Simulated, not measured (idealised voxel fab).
Proc. module: voxel wiring stack
In the cross-section labelled cut, the width is 165 nm and each square cell is 5 nm.
Just so we're on the same page, the cross-sections are grids of square cells, and they're listed out in bands top to bottom, each band one or more rows deep. First you get the band's top height and its bottom height, in nm, and then the materials it's made of, left to right, with each width in nm. If you see a single material with "edge to edge", that one covers the band edge to edge. "air" is empty space. Note: height 0 marks the level under which the wafer is uniformly one material as received. Lowest band unbounded below, written "0 nm and below". The expression "30->40" gives the width at the extremes of the band, the first number at its top row of cells and the second at its bottom row, with the width changing by equal amounts from each row to the next in between. Where a step carries "nothing got changed", the cross-section came out of it unchanged, cell for cell. Empty spaces counting at least 8 cells and having no open way to the top are listed in "Fully sealed voids". The notation width x height at distance is used for each, the distance being from the left edge and all three values in nm. Read whatever lies past the settings on a step's line as the simulator's own remark about the step. overlay nm: right-of-plan distance of the mask on a masked step; negative values mean left-of-plan. Heads up before you read on: it's before/after pairs around one process step each, after side only down to the lowest band that changed, step plus settings under the pair. Pairs can be from different runs of this module, same starting wafer, so only chain a pair onto the one above if its "Preceding state" entry says so.
**Preceding state**
* 70 nm to 65 nm  TiN: 45 / air: 20 / TiN: 30 / air: 20 / TiN: 50
* 65 nm to 50 nm  SiO2: 40 / TiN: 5 / air: 20 / TiN: 5 / SiO2: 20 / TiN: 5 / air: 20 / TiN: 5 / SiO2: 45
* 50 nm to 40 nm  SiO2: 40 / TiN: 5 / air: 5 / TiN: 20->5 / SiO2: 20->35 / TiN: 5 / air: 5 / TiN: 20->5 / SiO2: 45->60
* 40 nm to 35 nm  SiCN: 40 / TiN: 15 / SiCN: 35 / TiN: 15 / SiCN: 60
* 35 nm to 20 nm  lowk: 40 / W: 30 / lowk: 20 / W: 30 / lowk: 45
* 20 nm to 15 nm  lowk: 40 / TiN: 30 / lowk: 20 / TiN: 30 / lowk: 45
* 15 nm to 0 nm  SiO2 edge to edge
* 0 nm and below  Si edge to edge
* Fully sealed voids: none
**Resulting Structure**
* 75 nm to 70 nm  Cu edge to edge
* 70 nm to 65 nm  TiN: 45 / Cu: 20 / TiN: 30 / Cu: 20 / TiN: 50
* 65 nm to 50 nm  SiO2: 40 / TiN: 5 / Cu: 20 / TiN: 5 / SiO2: 20 / TiN: 5 / Cu: 20 / TiN: 5 / SiO2: 45
* 50 nm to 40 nm  SiO2: 40 / TiN: 5 / Cu: 5 / TiN: 20->5 / SiO2: 20->35 / TiN: 5 / Cu: 5 / TiN: 20->5 / SiO2: 45->60
* Heights below 40 show no change.
* Fully sealed voids: none
Between before and after, shown above: FILL_DEP | material Cu | thk nm 5
Preceding state: as shown after the step in the preceding pair, directly above.
**Resulting Structure**
* 65 nm to 50 nm  SiO2: 40 / TiN: 5 / Cu: 20 / TiN: 5 / SiO2: 20 / TiN: 5 / Cu: 20 / TiN: 5 / SiO2: 45
* Heights below 50 show no change.
* Fully sealed voids: none
Between before and after, shown above: CMP | height nm 65
Preceding state: as shown after the step in the preceding pair, directly above.
**Resulting Structure**
* 70 nm to 65 nm  SiCN edge to edge
* Heights below 65 show no change.
* Fully sealed voids: none
Between before and after, shown above: CONFORMAL_DEP | material SiCN | thk nm 5
Preceding state: as shown after the step in the preceding pair, directly above.
**Resulting Structure**
* 90 nm to 70 nm  lowk edge to edge
* Heights below 70 show no change.
* Fully sealed voids: none
Between before and after, shown above: DIRECTIONAL_DEP | material lowk | thk nm 20
Preceding state: as shown after the step in the preceding pair, directly above.
**Resulting Structure**
* 105 nm to 90 nm  resist: 40 / air: 15 / resist: 35 / air: 15 / resist: 60
* Heights below 90 show no change.
* Fully sealed voids: none
Between before and after, shown above: PATTERN | tone open | mask id PLUG_2 | material resist | width nm 15 | pitch nm 50 | thk nm 15 | overlay nm 0
Preceding state: as shown after the step in the preceding pair, directly above.
**Resulting Structure**
* 105 nm to 90 nm  resist: 40 / air: 15 / resist: 35 / air: 15 / resist: 60
* 90 nm to 70 nm  lowk: 40 / air: 15 / lowk: 35 / air: 15 / lowk: 60
* Heights below 70 show no change.
* Fully sealed voids: none
Between before and after, shown above: DIRECTIONAL_ETCH | etch materials lowk | depth nm 20
Preceding state: as shown after the step in the preceding pair, directly above.
**Resulting Structure**
* 105 nm to 90 nm  resist: 40 / air: 15 / resist: 35 / air: 15 / resist: 60
* 90 nm to 70 nm  lowk: 40 / air: 15 / lowk: 35 / air: 15 / lowk: 60
* 70 nm to 65 nm  SiCN: 40 / air: 15 / SiCN: 35 / air: 15 / SiCN: 60
* Heights below 65 show no change.
* Fully sealed voids: none
Between before and after, shown above: DIRECTIONAL_ETCH | etch materials SiCN | depth nm 5
Preceding state: as shown after the step in the preceding pair, directly above.
**Resulting Structure**
* 90 nm to 70 nm  lowk: 40 / air: 15 / lowk: 35 / air: 15 / lowk: 60
* Heights below 70 show no change.
* Fully sealed voids: none
Between before and after, shown above: STRIP | etch materials resist
Preceding state: as shown after the step in the preceding pair, directly above.
**Resulting Structure**
* 90 nm to 75 nm  lowk: 40 / air: 15 / lowk: 35 / air: 15 / lowk: 60
* 75 nm to 70 nm  lowk: 40 / Ru: 15 / lowk: 35 / Ru: 15 / lowk: 60
* 70 nm to 65 nm  SiCN: 40 / Ru: 15 / SiCN: 35 / Ru: 15 / SiCN: 60
* Heights below 65 show no change.
* Fully sealed voids: none
Between before and after, shown above: EPI | material Ru | thk nm 10
Preceding state: as shown after the step in the preceding pair, directly above.
**Resulting Structure**
* 90 nm to 85 nm  lowk: 40 / air: 15 / lowk: 35 / air: 15 / lowk: 60
* 85 nm to 70 nm  lowk: 40 / Ru: 15 / lowk: 35 / Ru: 15 / lowk: 60
* Heights below 70 show no change.
* Fully sealed voids: none
Between before and after, shown above: EPI | material Ru | thk nm 10
Preceding state: as shown after the step in the preceding pair, directly above.
**Resulting Structure**
* 90 nm to 70 nm  lowk: 40 / Ru: 15 / lowk: 35 / Ru: 15 / lowk: 60
* Heights below 70 show no change.
* Fully sealed voids: none
Between before and after, shown above: EPI | material Ru | thk nm 5
Preceding state: as shown after the step in the preceding pair, directly above.
**Resulting Structure**
* 95 nm to 90 nm  TiN edge to edge
* Heights below 90 show no change.
* Fully sealed voids: none
Between before and after, shown above: DIRECTIONAL_DEP | material TiN | thk nm 5
Preceding state: as shown after the step in the preceding pair, directly above.
**Resulting Structure**
* 115 nm to 95 nm  Ru edge to edge
* Heights below 95 show no change.
* Fully sealed voids: none
Between before and after, shown above: DIRECTIONAL_DEP | material Ru | thk nm 20
Preceding state: as shown after the step in the preceding pair, directly above.
**Resulting Structure**
* 115 nm to 95 nm  air: 40 / Ru: 30 / air: 20 / Ru: 30 / air: 45
* Heights below 95 show no change.
* Fully sealed voids: none
Between before and after, shown above: MASKED_ETCH | tone cover | mask id METAL_3 | width nm 30 | pitch nm 50 | etch materials Ru | depth nm 20 | overlay nm 0
Preceding state: as shown after the step in the preceding pair, directly above.
**Resulting Structure**
* 115 nm to 95 nm  air: 40 / Ru: 30 / air: 20 / Ru: 30 / air: 45
* 95 nm to 90 nm  air: 40 / TiN: 30 / air: 20 / TiN: 30 / air: 45
* Heights below 90 show no change.
* Fully sealed voids: none
Between before and after, shown above: MASKED_ETCH | tone cover | mask id METAL_3 | width nm 30 | pitch nm 50 | etch materials TiN | depth nm 5 | overlay nm 0
Preceding state: as shown after the step in the preceding pair, directly above.
**Resulting Structure**
* 120 nm to 115 nm  SiO2 edge to edge
* 115 nm to 95 nm  SiO2: 40 / Ru: 30 / SiO2: 20 / Ru: 30 / SiO2: 45
* 95 nm to 90 nm  SiO2: 40 / TiN: 30 / SiO2: 20 / TiN: 30 / SiO2: 45
* Heights below 90 show no change.
* Fully sealed voids: none
Between before and after, shown above: FILL_DEP | material SiO2 | thk nm 5
Preceding state: as shown after the step in the preceding pair, directly above.
**Resulting Structure**
* 115 nm to 95 nm  SiO2: 40 / Ru: 30 / SiO2: 20 / Ru: 30 / SiO2: 45
* Heights below 95 show no change.
* Fully sealed voids: none
Between before and after, shown above: CMP | height nm 115
Preceding state: as shown after the step in the preceding pair, directly above.
**Resulting Structure**
* 120 nm to 115 nm  SiCN edge to edge
* Heights below 115 show no change.
* Fully sealed voids: none
Between before and after, shown above: CONFORMAL_DEP | material SiCN | thk nm 5
**Preceding state**
* 65 nm to 40 nm  SiO2 edge to edge
* 40 nm to 35 nm  SiCN edge to edge
* 35 nm to 20 nm  lowk: 40 / W: 30 / lowk: 20 / W: 30 / lowk: 45
* 20 nm to 15 nm  lowk: 40 / TiN: 30 / lowk: 20 / TiN: 30 / lowk: 45
* 15 nm to 0 nm  SiO2 edge to edge
* 0 nm and below  Si edge to edge
* Fully sealed voids: none
**Resulting Structure**
* 65 nm to 40 nm  SiO2: 35 / air: 25 / SiO2: 25 / air: 25 / SiO2: 55
* Heights below 40 show no change.
* Fully sealed voids: none
Between before and after, shown above: MASKED_ETCH | tone open | mask id METAL_2_HOLES | width nm 25 | pitch nm 50 | etch materials SiO2 | depth nm 25 | overlay nm 0
Preceding state: as shown after the step in the preceding pair, directly above.
**Resulting Structure**
* 80 nm to 65 nm  resist: 40 / air: 30 / resist: 20 / air: 30 / resist: 45
* 65 nm to 40 nm  SiO2: 35 / resist: 5 / air: 20 / SiO2: 25 / resist: 5 / air: 20 / SiO2: 55
* Heights below 40 show no change.
* Fully sealed voids: none
Between before and after, shown above: PATTERN | tone open | mask id METAL_2 | material resist | width nm 30 | pitch nm 50 | thk nm 15 | overlay nm 0
Preceding state: as shown after the step in the preceding pair, directly above.
**Resulting Structure**
* 80 nm to 65 nm  resist: 40 / air: 30 / resist: 20 / air: 30 / resist: 45
* 65 nm to 50 nm  SiO2: 35 / resist: 5 / air: 30 / SiO2: 15 / resist: 5 / air: 30 / SiO2: 45
* Heights below 50 show no change.
* Fully sealed voids: none
Between before and after, shown above: DIRECTIONAL_ETCH | etch materials SiO2 | depth nm 15
Preceding state: as shown after the step in the preceding pair, directly above.
**Resulting Structure**
* 80 nm to 65 nm  resist: 40 / air: 30 / resist: 20 / air: 30 / resist: 45
* 65 nm to 50 nm  SiO2: 35 / resist: 5 / air: 30 / SiO2: 15 / resist: 5 / air: 30 / SiO2: 45
* 50 nm to 40 nm  SiO2: 35 / resist: 5 / air: 20 / SiO2: 25 / resist: 5 / air: 20 / SiO2: 55
* 40 nm to 35 nm  SiCN: 40 / air: 20 / SiCN: 30 / air: 20 / SiCN: 55
* Heights below 35 show no change.
* Fully sealed voids: none
Between before and after, shown above: DIRECTIONAL_ETCH | etch materials SiCN | depth nm 5
Preceding state: as shown after the step in the preceding pair, directly above.
**Resulting Structure**
* 65 nm to 50 nm  SiO2: 35 / air: 35 / SiO2: 15 / air: 35 / SiO2: 45
* 50 nm to 40 nm  SiO2: 35 / air: 25 / SiO2: 25 / air: 25 / SiO2: 55
* Heights below 40 show no change.
* Fully sealed voids: none
Between before and after, shown above: STRIP | etch materials resist
Preceding state: as shown after the step in the preceding pair, directly above.
**Resulting Structure**
* 70 nm to 65 nm  TiN: 40 / air: 25 / TiN: 25 / air: 25 / TiN: 50
* 65 nm to 55 nm  SiO2: 35 / TiN: 5 / air: 25 / TiN: 5 / SiO2: 15 / TiN: 5 / air: 25 / TiN: 5 / SiO2: 45
* 55 nm to 45 nm  SiO2: 35 / TiN: 5 / air: 15 / TiN: 15->5 / SiO2: 15->25 / TiN: 5 / air: 15 / TiN: 15->5 / SiO2: 45->55
* 45 nm to 40 nm  SiO2: 35 / TiN: 10 / air: 10 / TiN: 5 / SiO2: 25 / TiN: 10 / air: 10 / TiN: 5 / SiO2: 55
* 40 nm to 35 nm  SiCN: 40 / TiN: 20 / SiCN: 30 / TiN: 20 / SiCN: 55
* Heights below 35 show no change.
* Fully sealed voids: none
Between before and after, shown above: CONFORMAL_DEP | material TiN | thk nm 5
Preceding state: as shown after the step in the preceding pair, directly above.
**Resulting Structure**
* 75 nm to 70 nm  Cu edge to edge
* 70 nm to 65 nm  TiN: 40 / Cu: 25 / TiN: 25 / Cu: 25 / TiN: 50
* 65 nm to 55 nm  SiO2: 35 / TiN: 5 / Cu: 25 / TiN: 5 / SiO2: 15 / TiN: 5 / Cu: 25 / TiN: 5 / SiO2: 45
* 55 nm to 45 nm  SiO2: 35 / TiN: 5 / Cu: 15 / TiN: 15->5 / SiO2: 15->25 / TiN: 5 / Cu: 15 / TiN: 15->5 / SiO2: 45->55
* 45 nm to 40 nm  SiO2: 35 / TiN: 10 / Cu: 10 / TiN: 5 / SiO2: 25 / TiN: 10 / Cu: 10 / TiN: 5 / SiO2: 55
* Heights below 40 show no change.
* Fully sealed voids: none
Between before and after, shown above: FILL_DEP | material Cu | thk nm 5
Preceding state: as shown after the step in the preceding pair, directly above.
**Resulting Structure**
* 65 nm to 55 nm  SiO2: 35 / TiN: 5 / Cu: 25 / TiN: 5 / SiO2: 15 / TiN: 5 / Cu: 25 / TiN: 5 / SiO2: 45
* Heights below 55 show no change.
* Fully sealed voids: none
Between before and after, shown above: CMP | height nm 65
Preceding state: as shown after the step in the preceding pair, directly above.
**Resulting Structure**
* 70 nm to 65 nm  SiCN edge to edge
* Heights below 65 show no change.
* Fully sealed voids: none
Between before and after, shown above: CONFORMAL_DEP | material SiCN | thk nm 5
Preceding state: as shown after the step in the preceding pair, directly above.
**Resulting Structure**
* 90 nm to 70 nm  lowk edge to edge
* Heights below 70 show no change.
* Fully sealed voids: none
Between before and after, shown above: DIRECTIONAL_DEP | material lowk | thk nm 20
Preceding state: as shown after the step in the preceding pair, directly above.
**Resulting Structure**
* 105 nm to 90 nm  resist: 40 / air: 15 / resist: 35 / air: 15 / resist: 60
* Heights below 90 show no change.
* Fully sealed voids: none
Between before and after, shown above: PATTERN | tone open | mask id PLUG_2 | material resist | width nm 15 | pitch nm 50 | thk nm 15 | overlay nm 0
Preceding state: as shown after the step in the preceding pair, directly above.
**Resulting Structure**
* 105 nm to 90 nm  resist: 40 / air: 15 / resist: 35 / air: 15 / resist: 60
* 90 nm to 70 nm  lowk: 40 / air: 15 / lowk: 35 / air: 15 / lowk: 60
* Heights below 70 show no change.
* Fully sealed voids: none
Between before and after, shown above: DIRECTIONAL_ETCH | etch materials lowk | depth nm 20
Preceding state: as shown after the step in the preceding pair, directly above.
**Resulting Structure**
* 105 nm to 90 nm  resist: 40 / air: 15 / resist: 35 / air: 15 / resist: 60
* 90 nm to 70 nm  lowk: 40 / air: 15 / lowk: 35 / air: 15 / lowk: 60
* 70 nm to 65 nm  SiCN: 40 / air: 15 / SiCN: 35 / air: 15 / SiCN: 60
* Heights below 65 show no change.
* Fully sealed voids: none
Between before and after, shown above: DIRECTIONAL_ETCH | etch materials SiCN | depth nm 5
Preceding state: as shown after the step in the preceding pair, directly above.
**Resulting Structure**
* 90 nm to 70 nm  lowk: 40 / air: 15 / lowk: 35 / air: 15 / lowk: 60
* Heights below 70 show no change.
* Fully sealed voids: none
Between before and after, shown above: STRIP | etch materials resist
Preceding state: as shown after the step in the preceding pair, directly above.
**Resulting Structure**
* 90 nm to 75 nm  lowk: 40 / air: 15 / lowk: 35 / air: 15 / lowk: 60
* 75 nm to 70 nm  lowk: 40 / Ru: 15 / lowk: 35 / Ru: 15 / lowk: 60
* 70 nm to 65 nm  SiCN: 40 / Ru: 15 / SiCN: 35 / Ru: 15 / SiCN: 60
* Heights below 65 show no change.
* Fully sealed voids: none
Between before and after, shown above: EPI | material Ru | thk nm 10
Preceding state: as shown after the step in the preceding pair, directly above.
**Resulting Structure**
* 90 nm to 85 nm  lowk: 40 / air: 15 / lowk: 35 / air: 15 / lowk: 60
* 85 nm to 70 nm  lowk: 40 / Ru: 15 / lowk: 35 / Ru: 15 / lowk: 60
* Heights below 70 show no change.
* Fully sealed voids: none
Between before and after, shown above: EPI | material Ru | thk nm 10
Preceding state: as shown after the step in the preceding pair, directly above.
**Resulting Structure**
* 90 nm to 70 nm  lowk: 40 / Ru: 15 / lowk: 35 / Ru: 15 / lowk: 60
* Heights below 70 show no change.
* Fully sealed voids: none
Between before and after, shown above: EPI | material Ru | thk nm 5
Preceding state: as shown after the step in the preceding pair, directly above.
**Resulting Structure**
* 95 nm to 90 nm  TiN edge to edge
* Heights below 90 show no change.
* Fully sealed voids: none
Between before and after, shown above: DIRECTIONAL_DEP | material TiN | thk nm 5
Preceding state: as shown after the step in the preceding pair, directly above.
**Resulting Structure**
* 115 nm to 95 nm  Ru edge to edge
* Heights below 95 show no change.
* Fully sealed voids: none
Between before and after, shown above: DIRECTIONAL_DEP | material Ru | thk nm 20
Preceding state: as shown after the step in the preceding pair, directly above.
**Resulting Structure**
* 115 nm to 95 nm  air: 40 / Ru: 30 / air: 20 / Ru: 30 / air: 45
* Heights below 95 show no change.
* Fully sealed voids: none
Between before and after, shown above: MASKED_ETCH | tone cover | mask id METAL_3 | width nm 30 | pitch nm 50 | etch materials Ru | depth nm 20 | overlay nm 0
Preceding state: as shown after the step in the preceding pair, directly above.
**Resulting Structure**
* 115 nm to 95 nm  air: 40 / Ru: 30 / air: 20 / Ru: 30 / air: 45
* 95 nm to 90 nm  air: 40 / TiN: 30 / air: 20 / TiN: 30 / air: 45
* Heights below 90 show no change.
* Fully sealed voids: none
Between before and after, shown above: MASKED_ETCH | tone cover | mask id METAL_3 | width nm 30 | pitch nm 50 | etch materials TiN | depth nm 5 | overlay nm 0
Preceding state: as shown after the step in the preceding pair, directly above.
**Resulting Structure**
* 120 nm to 115 nm  SiO2 edge to edge
* 115 nm to 95 nm  SiO2: 40 / Ru: 30 / SiO2: 20 / Ru: 30 / SiO2: 45
* 95 nm to 90 nm  SiO2: 40 / TiN: 30 / SiO2: 20 / TiN: 30 / SiO2: 45
* Heights below 90 show no change.
* Fully sealed voids: none
Between before and after, shown above: FILL_DEP | material SiO2 | thk nm 5
Preceding state: as shown after the step in the preceding pair, directly above.
**Resulting Structure**
* 115 nm to 95 nm  SiO2: 40 / Ru: 30 / SiO2: 20 / Ru: 30 / SiO2: 45
* Heights below 95 show no change.
* Fully sealed voids: none
Between before and after, shown above: CMP | height nm 115
Preceding state: as shown after the step in the preceding pair, directly above.
**Resulting Structure**
* 120 nm to 115 nm  SiCN edge to edge
* Heights below 115 show no change.
* Fully sealed voids: none
Between before and after, shown above: CONFORMAL_DEP | material SiCN | thk nm 5
**Preceding state**
* 115 nm to 95 nm  Ru edge to edge
* 95 nm to 90 nm  TiN edge to edge
* 90 nm to 70 nm  lowk: 40 / Ru: 15 / lowk: 35 / Ru: 15 / lowk: 60
* 70 nm to 65 nm  SiCN: 40 / Ru: 15 / SiCN: 35 / Ru: 15 / SiCN: 60
* 65 nm to 55 nm  SiO2: 40 / TiN: 5 / Cu: 20 / TiN: 5 / SiO2: 20 / TiN: 5 / Cu: 20 / TiN: 5 / SiO2: 45
* 55 nm to 50 nm  SiO2: 40 / TiN: 5 / Cu: 5 / TiN: 20 / SiO2: 20 / TiN: 5 / Cu: 5 / TiN: 20 / SiO2: 45
* 50 nm to 40 nm  SiO2: 40 / TiN: 5 / Cu: 5 / TiN: 5 / SiO2: 35 / TiN: 5 / Cu: 5 / TiN: 5 / SiO2: 60
* 40 nm to 35 nm  SiCN: 40 / TiN: 15 / SiCN: 35 / TiN: 15 / SiCN: 60
* 35 nm to 20 nm  lowk: 40 / W: 30 / lowk: 20 / W: 30 / lowk: 45
* 20 nm to 15 nm  lowk: 40 / TiN: 30 / lowk: 20 / TiN: 30 / lowk: 45
* 15 nm to 0 nm  SiO2 edge to edge
* 0 nm and below  Si edge to edge
* Fully sealed voids: none
**Resulting Structure**
* 115 nm to 95 nm  air: 45 / Ru: 30 / air: 20 / Ru: 30 / air: 40
* Heights below 95 show no change.
* Fully sealed voids: none
Between before and after, shown above: MASKED_ETCH | tone cover | mask id METAL_3 | width nm 30 | pitch nm 50 | etch materials Ru | depth nm 20 | overlay nm 5
Preceding state: as shown after the step in the preceding pair, directly above.
**Resulting Structure**
* 115 nm to 95 nm  air: 45 / Ru: 30 / air: 20 / Ru: 30 / air: 40
* 95 nm to 90 nm  air: 40 / TiN: 35 / air: 15 / TiN: 35 / air: 40
* Heights below 90 show no change.
* Fully sealed voids: none
Between before and after, shown above: MASKED_ETCH | tone cover | mask id METAL_3 | width nm 30 | pitch nm 50 | etch materials TiN | depth nm 5 | overlay nm 0
Preceding state: as shown after the step in the preceding pair, directly above.
**Resulting Structure**
* 120 nm to 115 nm  SiO2 edge to edge
* 115 nm to 95 nm  SiO2: 45 / Ru: 30 / SiO2: 20 / Ru: 30 / SiO2: 40
* 95 nm to 90 nm  SiO2: 40 / TiN: 35 / SiO2: 15 / TiN: 35 / SiO2: 40
* Heights below 90 show no change.
* Fully sealed voids: none
Between before and after, shown above: FILL_DEP | material SiO2 | thk nm 5
Preceding state: as shown after the step in the preceding pair, directly above.
**Resulting Structure**
* 115 nm to 95 nm  SiO2: 45 / Ru: 30 / SiO2: 20 / Ru: 30 / SiO2: 40
* Heights below 95 show no change.
* Fully sealed voids: none
Between before and after, shown above: CMP | height nm 115
Preceding state: as shown after the step in the preceding pair, directly above.
**Resulting Structure**
* 120 nm to 115 nm  SiCN edge to edge
* Heights below 115 show no change.
* Fully sealed voids: none
Between before and after, shown above: CONFORMAL_DEP | material SiCN | thk nm 5
**Preceding state**
* 70 nm to 65 nm  TiN: 45 / air: 20 / TiN: 30 / air: 20 / TiN: 50
* 65 nm to 55 nm  SiO2: 40 / TiN: 5 / air: 20 / TiN: 5 / SiO2: 20 / TiN: 5 / air: 20 / TiN: 5 / SiO2: 45
* 55 nm to 50 nm  SiO2: 40 / TiN: 5 / air: 5 / TiN: 20 / SiO2: 20 / TiN: 5 / air: 5 / TiN: 20 / SiO2: 45
* 50 nm to 40 nm  SiO2: 40 / TiN: 5 / air: 5 / TiN: 5 / SiO2: 35 / TiN: 5 / air: 5 / TiN: 5 / SiO2: 60
* 40 nm to 35 nm  SiCN: 40 / TiN: 15 / SiCN: 35 / TiN: 15 / SiCN: 60
* 35 nm to 20 nm  lowk: 40 / W: 30 / lowk: 20 / W: 30 / lowk: 45
* 20 nm to 15 nm  lowk: 40 / TiN: 30 / lowk: 20 / TiN: 30 / lowk: 45
* 15 nm to 0 nm  SiO2 edge to edge
* 0 nm and below  Si edge to edge
* Fully sealed voids: none
**Resulting Structure**
* 75 nm to 70 nm  SiO2 edge to edge
* 70 nm to 65 nm  TiN: 45 / SiO2: 20 / TiN: 30 / SiO2: 20 / TiN: 50
* 65 nm to 55 nm  SiO2: 40 / TiN: 5 / SiO2: 20 / TiN: 5 / SiO2: 20 / TiN: 5 / SiO2: 20 / TiN: 5 / SiO2: 45
* 55 nm to 50 nm  SiO2: 40 / TiN: 5 / SiO2: 5 / TiN: 20 / SiO2: 20 / TiN: 5 / SiO2: 5 / TiN: 20 / SiO2: 45
* 50 nm to 40 nm  SiO2: 40 / TiN: 5 / SiO2: 5 / TiN: 5 / SiO2: 35 / TiN: 5 / SiO2: 5 / TiN: 5 / SiO2: 60
* Heights below 40 show no change.
* Fully sealed voids: none
Between before and after, shown above: FILL_DEP | material SiO2 | thk nm 5
Preceding state: as shown after the step in the preceding pair, directly above.
**Resulting Structure**
* 65 nm to 55 nm  SiO2: 40 / TiN: 5 / SiO2: 20 / TiN: 5 / SiO2: 20 / TiN: 5 / SiO2: 20 / TiN: 5 / SiO2: 45
* Heights below 55 show no change.
* Fully sealed voids: none
Between before and after, shown above: CMP | height nm 65
Preceding state: as shown after the step in the preceding pair, directly above.
**Resulting Structure**
* 70 nm to 65 nm  SiCN edge to edge
* Heights below 65 show no change.
* Fully sealed voids: none
Between before and after, shown above: CONFORMAL_DEP | material SiCN | thk nm 5
Preceding state: as shown after the step in the preceding pair, directly above.
**Resulting Structure**
* 90 nm to 70 nm  lowk edge to edge
* Heights below 70 show no change.
* Fully sealed voids: none
Between before and after, shown above: DIRECTIONAL_DEP | material lowk | thk nm 20
Preceding state: as shown after the step in the preceding pair, directly above.
**Resulting Structure**
* 105 nm to 90 nm  resist: 40 / air: 15 / resist: 35 / air: 15 / resist: 60
* Heights below 90 show no change.
* Fully sealed voids: none
Between before and after, shown above: PATTERN | tone open | mask id PLUG_2 | material resist | width nm 15 | pitch nm 50 | thk nm 15 | overlay nm 0
Preceding state: as shown after the step in the preceding pair, directly above.
**Resulting Structure**
* 105 nm to 90 nm  resist: 40 / air: 15 / resist: 35 / air: 15 / resist: 60
* 90 nm to 70 nm  lowk: 40 / air: 15 / lowk: 35 / air: 15 / lowk: 60
* Heights below 70 show no change.
* Fully sealed voids: none
Between before and after, shown above: DIRECTIONAL_ETCH | etch materials lowk | depth nm 20
Preceding state: as shown after the step in the preceding pair, directly above.
**Resulting Structure**
* 105 nm to 90 nm  resist: 40 / air: 15 / resist: 35 / air: 15 / resist: 60
* 90 nm to 70 nm  lowk: 40 / air: 15 / lowk: 35 / air: 15 / lowk: 60
* 70 nm to 65 nm  SiCN: 40 / air: 15 / SiCN: 35 / air: 15 / SiCN: 60
* Heights below 65 show no change.
* Fully sealed voids: none
Between before and after, shown above: DIRECTIONAL_ETCH | etch materials SiCN | depth nm 5
Preceding state: as shown after the step in the preceding pair, directly above.
**Resulting Structure**
* 90 nm to 70 nm  lowk: 40 / air: 15 / lowk: 35 / air: 15 / lowk: 60
* Heights below 70 show no change.
* Fully sealed voids: none
Between before and after, shown above: STRIP | etch materials resist
Preceding state: as shown after the step in the preceding pair, directly above.
**Resulting Structure**
* 90 nm to 75 nm  lowk: 40 / air: 15 / lowk: 35 / air: 15 / lowk: 60
* 75 nm to 70 nm  lowk: 40 / Ru: 15 / lowk: 35 / Ru: 15 / lowk: 60
* 70 nm to 65 nm  SiCN: 40 / Ru: 15 / SiCN: 35 / Ru: 15 / SiCN: 60
* Heights below 65 show no change.
* Fully sealed voids: none
Between before and after, shown above: EPI | material Ru | thk nm 10
Preceding state: as shown after the step in the preceding pair, directly above.
**Resulting Structure**
* 90 nm to 85 nm  lowk: 40 / air: 15 / lowk: 35 / air: 15 / lowk: 60
* 85 nm to 70 nm  lowk: 40 / Ru: 15 / lowk: 35 / Ru: 15 / lowk: 60
* Heights below 70 show no change.
* Fully sealed voids: none
Between before and after, shown above: EPI | material Ru | thk nm 10
Preceding state: as shown after the step in the preceding pair, directly above.
**Resulting Structure**
* 90 nm to 70 nm  lowk: 40 / Ru: 15 / lowk: 35 / Ru: 15 / lowk: 60
* Heights below 70 show no change.
* Fully sealed voids: none
Between before and after, shown above: EPI | material Ru | thk nm 5
Preceding state: as shown after the step in the preceding pair, directly above.
**Resulting Structure**
* 95 nm to 90 nm  TiN edge to edge
* Heights below 90 show no change.
* Fully sealed voids: none
Between before and after, shown above: DIRECTIONAL_DEP | material TiN | thk nm 5
Preceding state: as shown after the step in the preceding pair, directly above.
**Resulting Structure**
* 115 nm to 95 nm  Ru edge to edge
* Heights below 95 show no change.
* Fully sealed voids: none
Between before and after, shown above: DIRECTIONAL_DEP | material Ru | thk nm 20
Preceding state: as shown after the step in the preceding pair, directly above.
**Resulting Structure**
* 115 nm to 95 nm  air: 40 / Ru: 30 / air: 20 / Ru: 30 / air: 45
* Heights below 95 show no change.
* Fully sealed voids: none
Between before and after, shown above: MASKED_ETCH | tone cover | mask id METAL_3 | width nm 30 | pitch nm 50 | etch materials Ru | depth nm 20 | overlay nm 0
Preceding state: as shown after the step in the preceding pair, directly above.
**Resulting Structure**
* 115 nm to 95 nm  air: 40 / Ru: 30 / air: 20 / Ru: 30 / air: 45
* 95 nm to 90 nm  air: 40 / TiN: 30 / air: 20 / TiN: 30 / air: 45
* Heights below 90 show no change.
* Fully sealed voids: none
Between before and after, shown above: MASKED_ETCH | tone cover | mask id METAL_3 | width nm 30 | pitch nm 50 | etch materials TiN | depth nm 5 | overlay nm 0
Preceding state: as shown after the step in the preceding pair, directly above.
**Resulting Structure**
* 120 nm to 115 nm  SiO2 edge to edge
* 115 nm to 95 nm  SiO2: 40 / Ru: 30 / SiO2: 20 / Ru: 30 / SiO2: 45
* 95 nm to 90 nm  SiO2: 40 / TiN: 30 / SiO2: 20 / TiN: 30 / SiO2: 45
* Heights below 90 show no change.
* Fully sealed voids: none
Between before and after, shown above: FILL_DEP | material SiO2 | thk nm 5
Preceding state: as shown after the step in the preceding pair, directly above.
**Resulting Structure**
* 115 nm to 95 nm  SiO2: 40 / Ru: 30 / SiO2: 20 / Ru: 30 / SiO2: 45
* Heights below 95 show no change.
* Fully sealed voids: none
Between before and after, shown above: CMP | height nm 115
Preceding state: as shown after the step in the preceding pair, directly above.
**Resulting Structure**
* 120 nm to 115 nm  SiCN edge to edge
* Heights below 115 show no change.
* Fully sealed voids: none
Between before and after, shown above: CONFORMAL_DEP | material SiCN | thk nm 5
**Preceding state**
* 115 nm to 95 nm  Ru edge to edge
* 95 nm to 90 nm  TiN edge to edge
* 90 nm to 70 nm  lowk: 40 / Ru: 15 / lowk: 35 / Ru: 15 / lowk: 60
* 70 nm to 65 nm  SiCN: 40 / Ru: 15 / SiCN: 35 / Ru: 15 / SiCN: 60
* 65 nm to 55 nm  SiO2: 40 / TiN: 5 / Cu: 20 / TiN: 5 / SiO2: 20 / TiN: 5 / Cu: 20 / TiN: 5 / SiO2: 45
* 55 nm to 50 nm  SiO2: 40 / TiN: 5 / Cu: 5 / TiN: 20 / SiO2: 20 / TiN: 5 / Cu: 5 / TiN: 20 / SiO2: 45
* 50 nm to 40 nm  SiO2: 40 / TiN: 5 / Cu: 5 / TiN: 5 / SiO2: 35 / TiN: 5 / Cu: 5 / TiN: 5 / SiO2: 60
* 40 nm to 35 nm  SiCN: 40 / TiN: 15 / SiCN: 35 / TiN: 15 / SiCN: 60
* 35 nm to 20 nm  lowk: 40 / W: 30 / lowk: 20 / W: 30 / lowk: 45
* 20 nm to 15 nm  lowk: 40 / TiN: 30 / lowk: 20 / TiN: 30 / lowk: 45
* 15 nm to 0 nm  SiO2 edge to edge
* 0 nm and below  Si edge to edge
* Fully sealed voids: none
**Resulting Structure**
* 115 nm to 95 nm  Ru: 40 / air: 30 / Ru: 20 / air: 30 / Ru: 45
* Heights below 95 show no change.
* Fully sealed voids: none
Between before and after, shown above: MASKED_ETCH | tone open | mask id METAL_3 | width nm 30 | pitch nm 50 | etch materials Ru | depth nm 20 | overlay nm 0
